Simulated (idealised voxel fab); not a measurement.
process module | voxel ribs on slabs
cross-section cut | 150 nm wide | cells 5 nm
A cross-section is a grid of square cells, given in bands from the top down. A band is one or more rows of cells.
Each band's line starts with the height of the band's top and of its bottom, in nm. Then come its materials from left to right, each with its width in nm. One material with "throughout" fills the band from edge to edge. "air" is empty space.
Height 0 is the level under which the wafer as received is all one material. The lowest band goes on downwards, as in "0 down".
A width such as "30 to 40" changes by the same amount from each row of cells to the next, from the band's top row to its bottom row.
"no change" after a step means that no cell of the cross-section changed.
closed voids: empty space of 8 cells or more with no open way to the top, each as width x height at its distance from the left edge, in nm
after a step's settings: what the simulator itself notes on the step
overlay nm, on a step with a mask: how far to the right of its planned place the mask lay; to the left if negative
plan
1 op RECEIVE | material Si
2 op DIRECTIONAL_DEP | material SiO2 | thk nm 30
3 op DIRECTIONAL_DEP | material polySi | thk nm 20
4 op DIRECTIONAL_DEP | material aC | thk nm 15
5 op PATTERN | tone cover | mask id RIB | material resist | width nm 20 | thk nm 30 | overlay nm 0
6 op DIRECTIONAL_ETCH | etch materials aC | depth nm 15
7 op STRIP | etch materials resist
8 op DIRECTIONAL_ETCH | etch materials polySi | depth nm 15
9 op STRIP | etch materials aC
10 op PATTERN | tone cover | mask id SLAB | material resist | width nm 60 | thk nm 15 | overlay nm 0
11 op DIRECTIONAL_ETCH | etch materials polySi | depth nm 5
12 op STRIP | etch materials resist
13 op FILL_DEP | material SiO2 | thk nm 25
14 op CMP | height nm 65
15 op DIRECTIONAL_DEP | material W | thk nm 5
16 op PATTERN | tone cover | mask id HEATER | material resist | width nm 30 | thk nm 15 | overlay nm 0
17 op DIRECTIONAL_ETCH | etch materials W | depth nm 5
18 op STRIP | etch materials resist
19 op CONFORMAL_DEP | material SiO2 | thk nm 5
first wafer, as planned
as received, after step 1
  0 down: Si throughout
  closed voids: none
after step 2
  30 to 0: SiO2 throughout
  below 0: unchanged
after step 3
  50 to 30: polySi throughout
  below 30: unchanged
after step 4
  65 to 50: aC throughout
  below 50: unchanged
after step 5
  95 to 65: air 65 | resist 20 | air 65
  below 65: unchanged
after step 6
  80 to 65: air 65 | resist 20 | air 65
  65 to 50: air 65 | aC 20 | air 65
  below 50: unchanged
after step 7
  65 to 50: air 65 | aC 20 | air 65
  below 50: unchanged
after step 8
  65 to 50: air 65 | aC 20 | air 65
  50 to 35: air 65 | polySi 20 | air 65
  below 35: unchanged
after step 9
  50 to 35: air 65 | polySi 20 | air 65
  below 35: unchanged
after step 10
  65 to 50: air 45 | resist 60 | air 45
  50 to 35: air 45 | resist 20 | polySi 20 | resist 20 | air 45
  below 35: unchanged
after step 11
  65 to 50: air 45 | resist 60 | air 45
  50 to 35: air 45 | resist 20 | polySi 20 | resist 20 | air 45
  35 to 30: air 45 | polySi 60 | air 45
  below 30: unchanged
after step 12
  50 to 35: air 65 | polySi 20 | air 65
  below 35: unchanged
after step 13
  75 to 50: SiO2 throughout
  50 to 35: SiO2 65 | polySi 20 | SiO2 65
  35 to 30: SiO2 45 | polySi 60 | SiO2 45
  below 30: unchanged
after step 14
  65 to 50: SiO2 throughout
  below 50: unchanged
after step 15
  70 to 65: W throughout
  below 65: unchanged
after step 16
  85 to 70: air 60 | resist 30 | air 60
  below 70: unchanged
after step 17
  85 to 70: air 60 | resist 30 | air 60
  70 to 65: air 60 | W 30 | air 60
  below 65: unchanged
after step 18
  70 to 65: air 60 | W 30 | air 60
  below 65: unchanged
after step 19
  75 to 70: air 55 | SiO2 40 | air 55
  70 to 65: SiO2 60 | W 30 | SiO2 60
  below 65: unchanged
second wafer: like start, like plan, one mistake. Through step 18 it matches the first wafer
when step 19 should have ended: no change
what went wrong: step 19 was left out
at the end the second wafer has, in cells: 32 fewer of SiO2
